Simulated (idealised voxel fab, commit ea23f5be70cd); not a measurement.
A process module follows: voxel released beams.
This is section cut - it's 140 nm across, gridded in 5 nm square cells.
Cross-section format: a grid of square cells, given as bands from top to bottom; each band is one or more rows of cells. What a band's entry tells you: where the top is and where the bottom is, as heights in nm, and after that what lies inside, material by material from left to right, each with its width in nm. Empty space is written as the word "blank", and a single material marked with the word "all across" occupies the band from edge to edge. Ref level 0: as-received wafer is one material below here. Bottom band extends down with no lower bound ("top 0, no bottom"). The expression "30->40" gives the width at the extremes of the band, the first number at its top row of cells and the second at its bottom row, with the width changing by equal amounts from each row to the next in between. Step marked "nothing altered"? Then no cell in the cross-section changed in it. Heads up: "Closed empty spaces" only lists the empty pockets with no open path to the top that are 8 cells or more, and it writes them as width x height at distance, distance from the left edge, in nm. after a step's settings: what the simulator itself notes on the step. "overlay nm", when on a step's line for a step with a mask, measures how far to the right of its planned place the mask lay; a negative measure means to the left.
The steps planned for the process are as follows
1 RECEIVE | material Si
2 CONFORMAL_DEP | material Al2O3 | thk nm 5
3 DIRECTIONAL_DEP | material SiO2 | thk nm 15
4 PATTERN | tone open | mask id ANCHOR | material resist | width nm 30 | thk nm 15 | overlay nm 0
5 DIRECTIONAL_ETCH | etch materials SiO2 | depth nm 15
6 STRIP | etch materials resist
7 CONFORMAL_DEP | material W | thk nm 10
8 MASKED_ETCH | tone cover | mask id BEAM | width nm 85 | etch materials W | depth nm 10 | overlay nm 0
9 STRIP | etch materials SiO2
Cross-sectional view of the wafer in its as-received condition, corresponding to the state after step 1
* top 0, no bottom = Si all across
* Closed empty spaces: none
End-of-module XS, first of two wafers, run as planned
* top 30, bottom 20 = blank 25 nm, W 15 nm, blank 10 nm, W 60 nm, blank 30 nm
* top 20, bottom 15 = blank 30 nm, W 10 nm, blank 10 nm, W 10 nm, blank 80 nm
* top 15, bottom 5 = blank 30 nm, W 30 nm, blank 80 nm
* top 5, bottom 0 = Al2O3 all across
* top 0, no bottom = Si all across
* Closed empty spaces: none
Here is the second of the two wafers cut open at the end of the module - same start, same plan as the first one, but we made one mistake running it
* top 30, bottom 20 = blank 25 nm, W 10 nm, blank 10 nm, W 65 nm, blank 30 nm
* top 20, bottom 15 = blank 25 nm, W 10 nm, blank 10 nm, W 10 nm, blank 85 nm
* top 15, bottom 5 = blank 25 nm, W 30 nm, blank 85 nm
* top 5, bottom 0 = Al2O3 all across
* top 0, no bottom = Si all across
* Closed empty spaces: none
Run error: step 4 did not use the planned setting and instead ran as PATTERN | tone open | mask id ANCHOR | material resist | width nm 30 | thk nm 15 | overlay nm -5
Matching per-material cell counts, mismatched positions: that is how the second wafer compares with the first at the end.
